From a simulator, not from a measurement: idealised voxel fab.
Process module heading - voxel quadruple lines
Square cell edge 5 nm, section width 140 nm, ID cut.
Reading order for cross-sections: top band down to bottom band. Underlying form: a grid of square cells. Band size: one or more rows of cells.
Band entry format. Leading values: height of top, height of bottom, nm. Remainder: materials in left-to-right order, each with its width in nm. Special words: "everywhere" on a single material, which then fills the band edge to edge; "blank", empty space.
The level at which height equals 0 is the one under which the wafer, as it arrives, is entirely one material. No lower edge exists for the bottom band, which continues downward and is notated as in "0 and below".
A two-number width, for instance "30 to 40", indicates that the width is equal to the first number in the top row of the band and to the second number in the bottom row, and that it changes by a constant amount per row of cells.
No cell of the cross-section changed in a step that is given as "stayed the same".
Empty spaces counting at least 8 cells and having no open way to the top are listed in "Voids, fully enclosed". The notation width x height at distance is used for each, the distance being from the left edge and all three values in nm.
Text after the settings on a step's line: the simulator's own remark on that step.
The "overlay nm" setting may appear on a step's line; for a step that uses a mask, it gives how far to the right of its planned position the mask lay, and a negative value indicates the left.
HERE'S WHAT THE PLANNED PROCESS STEPS LOOK LIKE
1 RECEIVE: material Si
2 CONFORMAL_DEP: material SiO2, thk nm 5
3 DIRECTIONAL_DEP: material TiN, thk nm 10
4 DIRECTIONAL_DEP: material polySi, thk nm 20
5 DIRECTIONAL_DEP: material aC, thk nm 20
6 PATTERN: tone cover, mask id MANDREL, material resist, width nm 20, pitch nm 60, thk nm 30, overlay nm 0
7 DIRECTIONAL_ETCH: etch materials aC, depth nm 20
8 STRIP: etch materials resist
9 CONFORMAL_DEP: material SiO2, thk nm 10
10 DIRECTIONAL_ETCH: etch materials SiO2, depth nm 10
11 STRIP: etch materials aC
12 DIRECTIONAL_ETCH: etch materials polySi, depth nm 20
13 STRIP: etch materials SiO2
14 CONFORMAL_DEP: material SiCN, thk nm 5
15 DIRECTIONAL_ETCH: etch materials SiCN, depth nm 5
16 STRIP: etch materials polySi
17 DIRECTIONAL_ETCH: etch materials TiN, depth nm 10
18 STRIP: etch materials SiCN
19 FILL_DEP: material lowk, thk nm 10
20 CMP: height nm 15
HERE'S WHAT THE WAFER LOOKED LIKE IN CROSS-SECTION WHEN IT ARRIVED - THAT'S AFTER STEP 1
  0 and below  Si everywhere
  Voids, fully enclosed: none
ONE MISTAKE IN RUNNING THE MODULE, OTHERWISE START AND PLAN AS ABOVE: CROSS-SECTION AT THE END
  15 down to 5  lowk=20, TiN=5, lowk=5, TiN=5, lowk=10, TiN=5, lowk=5, TiN=5, lowk=20, TiN=5, lowk=5, TiN=5, lowk=10, TiN=5, lowk=5, TiN=5, lowk=20
  5 down to 0  SiO2 everywhere
  0 and below  Si everywhere
  Voids, fully enclosed: none
What broke from the plan during processing? step 9 went in with a setting other than planned; the actual run was CONFORMAL_DEP: material SiO2, thk nm 5
